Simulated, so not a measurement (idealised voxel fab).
Title: Process Module voxel gate over fins
Square cell edge 5 nm, section width 230 nm, ID cut.
Cross-section layout: square cells on a grid; listed as bands, top to bottom; a band spans one or more cell rows.
This entry defines a band. It first specifies the height of the band's top and the height of its bottom in nm, and then specifies the band's materials from left to right, stating each material with its width in nm. The word "throughout" identifies a single material that fills the band from edge to edge, while the word "blank" identifies empty space.
Height 0 is the level under which the wafer as received is all one material. The lowest band goes on downwards, as in "0 down".
Width: "30->40" (first number = top row, second number = bottom row, same change from row to row of cells).
Key: "no alterations made" - step with no changed cell in the cross-section.
So "Trapped cavities" is basically the list of trapped voids: any empty space of 8 cells or more that can't reach the top through an opening. They're written width x height at distance, the distance being from the left edge, and it's all nm.
Where a step's line continues beyond its settings, the continuation is a remark by the simulator itself on that step.
Regarding "overlay nm": on a step with a mask, it is the distance the mask lay to the right of its planned place; a negative value places it to the left.

PROCESS STEPS (PLANNED)
1. RECEIVE with material Si
2. CONFORMAL_DEP with material SiN, thk nm 10
3. MASKED_ETCH with tone cover, mask id FINS, width nm 15, pitch nm 40, etch materials SiN, depth nm 10, overlay nm 0
4. MASKED_ETCH with tone cover, mask id FINS, width nm 15, pitch nm 40, etch materials Si, depth nm 35, overlay nm 0
5. FILL_DEP with material SiO2, thk nm 15
6. CMP with height nm 10
7. SELECTIVE_ETCH with etch materials SiO2, depth nm 20
8. STRIP with etch materials SiN
9. CONFORMAL_DEP with material HfO2, thk nm 5
10. CONFORMAL_DEP with material TiN, thk nm 5
11. CONFORMAL_DEP with material TiAl, thk nm 5
12. CONFORMAL_DEP with material TiN, thk nm 5
13. FILL_DEP with material W, thk nm 15
14. CMP with height nm 30
15. CONFORMAL_DEP with material SiCN, thk nm 5

FIRST WAFER OUT OF TWO, PROCESSED AS PLANNED

AS-RECEIVED STATE OF THE WAFER IN CROSS-SECTION, EQUIVALENT TO POST-STEP 1
    0 down = Si throughout
    Trapped cavities: none

ONCE STEP 2 IS THROUGH, THE WAFER LOOKS LIKE THIS IN CROSS-SECTION
    10 to 0 = SiN throughout
    Rest of section, below 0: as before.

ONCE STEP 3 IS THROUGH, THE WAFER LOOKS LIKE THIS IN CROSS-SECTION
    10 to 0 = blank=45 | SiN=15 | blank=25 | SiN=15 | blank=25 | SiN=15 | blank=25 | SiN=15 | blank=50
    Rest of section, below 0: as before.

ONCE STEP 4 IS THROUGH, THE WAFER LOOKS LIKE THIS IN CROSS-SECTION
    10 to 0 = blank=45 | SiN=15 | blank=25 | SiN=15 | blank=25 | SiN=15 | blank=25 | SiN=15 | blank=50
    0 to -35 = blank=45 | Si=15 | blank=25 | Si=15 | blank=25 | Si=15 | blank=25 | Si=15 | blank=50
    Rest of section, below -35: as before.

ONCE STEP 5 IS THROUGH, THE WAFER LOOKS LIKE THIS IN CROSS-SECTION
    25 to 10 = SiO2 throughout
    10 to 0 = SiO2=45 | SiN=15 | SiO2=25 | SiN=15 | SiO2=25 | SiN=15 | SiO2=25 | SiN=15 | SiO2=50
    0 to -35 = SiO2=45 | Si=15 | SiO2=25 | Si=15 | SiO2=25 | Si=15 | SiO2=25 | Si=15 | SiO2=50
    Rest of section, below -35: as before.

ONCE STEP 6 IS THROUGH, THE WAFER LOOKS LIKE THIS IN CROSS-SECTION
    10 to 0 = SiO2=45 | SiN=15 | SiO2=25 | SiN=15 | SiO2=25 | SiN=15 | SiO2=25 | SiN=15 | SiO2=50
    Rest of section, below 0: as before.

ONCE STEP 7 IS THROUGH, THE WAFER LOOKS LIKE THIS IN CROSS-SECTION
    10 to 0 = blank=45 | SiN=15 | blank=25 | SiN=15 | blank=25 | SiN=15 | blank=25 | SiN=15 | blank=50
    0 to -10 = blank=45 | Si=15 | blank=25 | Si=15 | blank=25 | Si=15 | blank=25 | Si=15 | blank=50
    Rest of section, below -10: as before.

ONCE STEP 8 IS THROUGH, THE WAFER LOOKS LIKE THIS IN CROSS-SECTION
    0 to -10 = blank=45 | Si=15 | blank=25 | Si=15 | blank=25 | Si=15 | blank=25 | Si=15 | blank=50
    Rest of section, below -10: as before.

ONCE STEP 9 IS THROUGH, THE WAFER LOOKS LIKE THIS IN CROSS-SECTION
    5 to 0 = blank=40 | HfO2=25 | blank=15 | HfO2=25 | blank=15 | HfO2=25 | blank=15 | HfO2=25 | blank=45
    0 to -5 = blank=40 | HfO2=5 | Si=15 | HfO2=5 | blank=15 | HfO2=5 | Si=15 | HfO2=5 | blank=15 | HfO2=5 | Si=15 | HfO2=5 | blank=15 | HfO2=5 | Si=15 | HfO2=5 | blank=45
    -5 to -10 = HfO2=45 | Si=15 | HfO2=25 | Si=15 | HfO2=25 | Si=15 | HfO2=25 | Si=15 | HfO2=50
    Rest of section, below -10: as before.

ONCE STEP 10 IS THROUGH, THE WAFER LOOKS LIKE THIS IN CROSS-SECTION
    10 to 5 = blank=35 | TiN=35 | blank=5 | TiN=35 | blank=5 | TiN=35 | blank=5 | TiN=35 | blank=40
    5 to 0 = blank=35 | TiN=5 | HfO2=25 | TiN=5 | blank=5 | TiN=5 | HfO2=25 | TiN=5 | blank=5 | TiN=5 | HfO2=25 | TiN=5 | blank=5 | TiN=5 | HfO2=25 | TiN=5 | blank=40
    0 to -5 = TiN=40 | HfO2=5 | Si=15 | HfO2=5 | TiN=15 | HfO2=5 | Si=15 | HfO2=5 | TiN=15 | HfO2=5 | Si=15 | HfO2=5 | TiN=15 | HfO2=5 | Si=15 | HfO2=5 | TiN=45
    Rest of section, below -5: as before.

ONCE STEP 11 IS THROUGH, THE WAFER LOOKS LIKE THIS IN CROSS-SECTION
    15 to 10 = blank=30 | TiAl=165 | blank=35
    10 to 5 = blank=30 | TiAl=5 | TiN=35 | TiAl=5 | TiN=35 | TiAl=5 | TiN=35 | TiAl=5 | TiN=35 | TiAl=5 | blank=35
    5 to 0 = TiAl=35 | TiN=5 | HfO2=25 | TiN=5 | TiAl=5 | TiN=5 | HfO2=25 | TiN=5 | TiAl=5 | TiN=5 | HfO2=25 | TiN=5 | TiAl=5 | TiN=5 | HfO2=25 | TiN=5 | TiAl=40
    Rest of section, below 0: as before.

ONCE STEP 12 IS THROUGH, THE WAFER LOOKS LIKE THIS IN CROSS-SECTION
    20 to 15 = blank=25 | TiN=175 | blank=30
    15 to 10 = blank=25 | TiN=5 | TiAl=165 | TiN=5 | blank=30
    10 to 5 = TiN=30 | TiAl=5 | TiN=35 | TiAl=5 | TiN=35 | TiAl=5 | TiN=35 | TiAl=5 | TiN=35 | TiAl=5 | TiN=35
    Rest of section, below 5: as before.

ONCE STEP 13 IS THROUGH, THE WAFER LOOKS LIKE THIS IN CROSS-SECTION
    35 to 20 = W throughout
    20 to 15 = W=25 | TiN=175 | W=30
    15 to 10 = W=25 | TiN=5 | TiAl=165 | TiN=5 | W=30
    Rest of section, below 10: as before.

ONCE STEP 14 IS THROUGH, THE WAFER LOOKS LIKE THIS IN CROSS-SECTION
    30 to 20 = W throughout
    Rest of section, below 20: as before.

ONCE STEP 15 IS THROUGH, THE WAFER LOOKS LIKE THIS IN CROSS-SECTION
    35 to 30 = SiCN throughout
    Rest of section, below 30: as before.

REGARDING THE SECOND OF THE TWO WAFERS: IT SHARED THE FIRST WAFER'S STARTING CONDITION AND PROCESS PLAN, YET ONE ERROR OCCURRED DURING ITS EXECUTION. ITS HISTORY COINCIDES WITH THAT OF THE FIRST WAFER UP TO AND INCLUDING STEP 10

X-SECTION, SECOND WAFER, WHEN STEP 11 WAS DUE TO FINISH
    15 to 5 = blank=30 | TiN=165 | blank=35
    5 to 0 = TiN=40 | HfO2=25 | TiN=15 | HfO2=25 | TiN=15 | HfO2=25 | TiN=15 | HfO2=25 | TiN=45
    Rest of section, below 0: as before.

X-SECTION, SECOND WAFER, WHEN STEP 12 WAS DUE TO FINISH
    20 to 15 = blank=25 | TiAl=175 | blank=30
    15 to 10 = blank=25 | TiAl=5 | TiN=165 | TiAl=5 | blank=30
    10 to 5 = TiAl=30 | TiN=165 | TiAl=35
    Rest of section, below 5: as before.

X-SECTION, SECOND WAFER, WHEN STEP 13 WAS DUE TO FINISH
    35 to 20 = W throughout
    20 to 15 = W=25 | TiAl=175 | W=30
    15 to 10 = W=25 | TiAl=5 | TiN=165 | TiAl=5 | W=30
    Rest of section, below 10: as before.

X-SECTION, SECOND WAFER, WHEN STEP 14 WAS DUE TO FINISH
    30 to 20 = W throughout
    Rest of section, below 20: as before.

X-SECTION, SECOND WAFER, WHEN STEP 15 WAS DUE TO FINISH
    35 to 30 = SiCN throughout
    Rest of section, below 30: as before.
It is concluded that the wafer was processed incorrectly with respect to the plan, in that plan vs actual: 11 and 12 interchanged
Looking at both finished wafers in cells, the second ends up ahead of or behind the first on some materials: TiAl -6; TiN +6
